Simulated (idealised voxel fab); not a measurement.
The document below concerns the process module designated voxel trench capacitor.
Cross-section cut: width 265 nm, square cells of 5 nm.
Cross-section layout: square cells on a grid; listed as bands, top to bottom; a band spans one or more cell rows.
Read a band's entry like this: the first values are the height of its top and the height of its bottom in nm, and what follows is the sequence of materials from left to right, each with its width in nm. Note that "blank" is empty space, and that a single material marked "everywhere" reaches across the band from edge to edge.
Height datum 0, below which the as-received substrate wafer is one material. Lowest band open at the bottom, running downward: "0 and below".
The two numbers in a width such as "30->40" mark its ends across the band: the first belongs to the top row of cells, the second to the bottom row, and from each row to the next the width moves by the same amount.
The designation "no change", where it is given for a processing step, indicates that no cell of the cross-section was altered in the course of that step.
"Sealed internal voids" enumerates empty spaces isolated from the top, with no open way to it, that contain at least 8 cells, giving each as width x height at distance from the left edge, all three in nm.
The remark found on a step's line after its settings is issued by the simulator itself and pertains to that step.
overlay nm: right-of-plan distance of the mask on a masked step; negative values mean left-of-plan.
These are the steps we planned for the process
1: RECEIVE [material Si]
2: CONFORMAL_DEP [material SiN] [thk nm 5]
3: DIRECTIONAL_DEP [material aC] [thk nm 15]
4: PATTERN [tone open] [mask id TRENCH] [material resist] [width nm 25] [pitch nm 55] [thk nm 35] [overlay nm -15]
5: DIRECTIONAL_ETCH [etch materials aC] [depth nm 15]
6: STRIP [etch materials resist]
7: DIRECTIONAL_ETCH [etch materials SiN] [depth nm 5]
8: DIRECTIONAL_ETCH [etch materials Si] [depth nm 40]
9: STRIP [etch materials aC]
10: CONFORMAL_DEP [material HfO2] [thk nm 5]
11: CONFORMAL_DEP [material TiN] [thk nm 5]
12: FILL_DEP [material W] [thk nm 5]
13: CMP [height nm 5]
Be aware that, although all wafers share a common starting state, the overlay nm at step 4 differs among them, and the plan displays the first wafer's value.
Cross-section: the first of several wafers in its as-received state, i.e. following step 1
* 0 and below  Si everywhere
* Sealed internal voids: none
The first of several wafers, seen in cross-section after the module's last step, step 13
* 5 down to 0  20 of SiN; 5 of HfO2; 5 of TiN; 5 of W; 5 of TiN; 5 of HfO2; 30 of SiN; 5 of HfO2; 5 of TiN; 5 of W; 5 of TiN; 5 of HfO2; 30 of SiN; 5 of HfO2; 5 of TiN; 5 of W; 5 of TiN; 5 of HfO2; 30 of SiN; 5 of HfO2; 5 of TiN; 5 of W; 5 of TiN; 5 of HfO2; 55 of SiN
* 0 down to -30  20 of Si; 5 of HfO2; 5 of TiN; 5 of W; 5 of TiN; 5 of HfO2; 30 of Si; 5 of HfO2; 5 of TiN; 5 of W; 5 of TiN; 5 of HfO2; 30 of Si; 5 of HfO2; 5 of TiN; 5 of W; 5 of TiN; 5 of HfO2; 30 of Si; 5 of HfO2; 5 of TiN; 5 of W; 5 of TiN; 5 of HfO2; 55 of Si
* -30 down to -35  20 of Si; 5 of HfO2; 15 of TiN; 5 of HfO2; 30 of Si; 5 of HfO2; 15 of TiN; 5 of HfO2; 30 of Si; 5 of HfO2; 15 of TiN; 5 of HfO2; 30 of Si; 5 of HfO2; 15 of TiN; 5 of HfO2; 55 of Si
* -35 down to -40  20 of Si; 25 of HfO2; 30 of Si; 25 of HfO2; 30 of Si; 25 of HfO2; 30 of Si; 25 of HfO2; 55 of Si
* -40 and below  Si everywhere
* Sealed internal voids: none
Cross-section of the last wafer at end of module
* 5 down to 0  50 of SiN; 5 of HfO2; 5 of TiN; 5 of W; 5 of TiN; 5 of HfO2; 30 of SiN; 5 of HfO2; 5 of TiN; 5 of W; 5 of TiN; 5 of HfO2; 30 of SiN; 5 of HfO2; 5 of TiN; 5 of W; 5 of TiN; 5 of HfO2; 30 of SiN; 5 of HfO2; 5 of TiN; 5 of W; 5 of TiN; 5 of HfO2; 25 of SiN
* 0 down to -30  50 of Si; 5 of HfO2; 5 of TiN; 5 of W; 5 of TiN; 5 of HfO2; 30 of Si; 5 of HfO2; 5 of TiN; 5 of W; 5 of TiN; 5 of HfO2; 30 of Si; 5 of HfO2; 5 of TiN; 5 of W; 5 of TiN; 5 of HfO2; 30 of Si; 5 of HfO2; 5 of TiN; 5 of W; 5 of TiN; 5 of HfO2; 25 of Si
* -30 down to -35  50 of Si; 5 of HfO2; 15 of TiN; 5 of HfO2; 30 of Si; 5 of HfO2; 15 of TiN; 5 of HfO2; 30 of Si; 5 of HfO2; 15 of TiN; 5 of HfO2; 30 of Si; 5 of HfO2; 15 of TiN; 5 of HfO2; 25 of Si
* -35 down to -40  50 of Si; 25 of HfO2; 30 of Si; 25 of HfO2; 30 of Si; 25 of HfO2; 30 of Si; 25 of HfO2; 25 of Si
* -40 and below  Si everywhere
* Sealed internal voids: none
Per wafer (row), end of module: delta in cells per material since receipt, (+) for gained, (-) for lost; closed voids after that
overlay nm -15 | +84 HfO2 | -160 Si | +33 SiN | +68 TiN | +28 W | Sealed internal voids: none
overlay nm -10 | +84 HfO2 | -160 Si | +33 SiN | +68 TiN | +28 W | Sealed internal voids: none
overlay nm -5 | +84 HfO2 | -160 Si | +33 SiN | +68 TiN | +28 W | Sealed internal voids: none
overlay nm 0 | +84 HfO2 | -160 Si | +33 SiN | +68 TiN | +28 W | Sealed internal voids: none
overlay nm 5 | +84 HfO2 | -160 Si | +33 SiN | +68 TiN | +28 W | Sealed internal voids: none
overlay nm 10 | +84 HfO2 | -160 Si | +33 SiN | +68 TiN | +28 W | Sealed internal voids: none
overlay nm 15 | +84 HfO2 | -160 Si | +33 SiN | +68 TiN | +28 W | Sealed internal voids: none
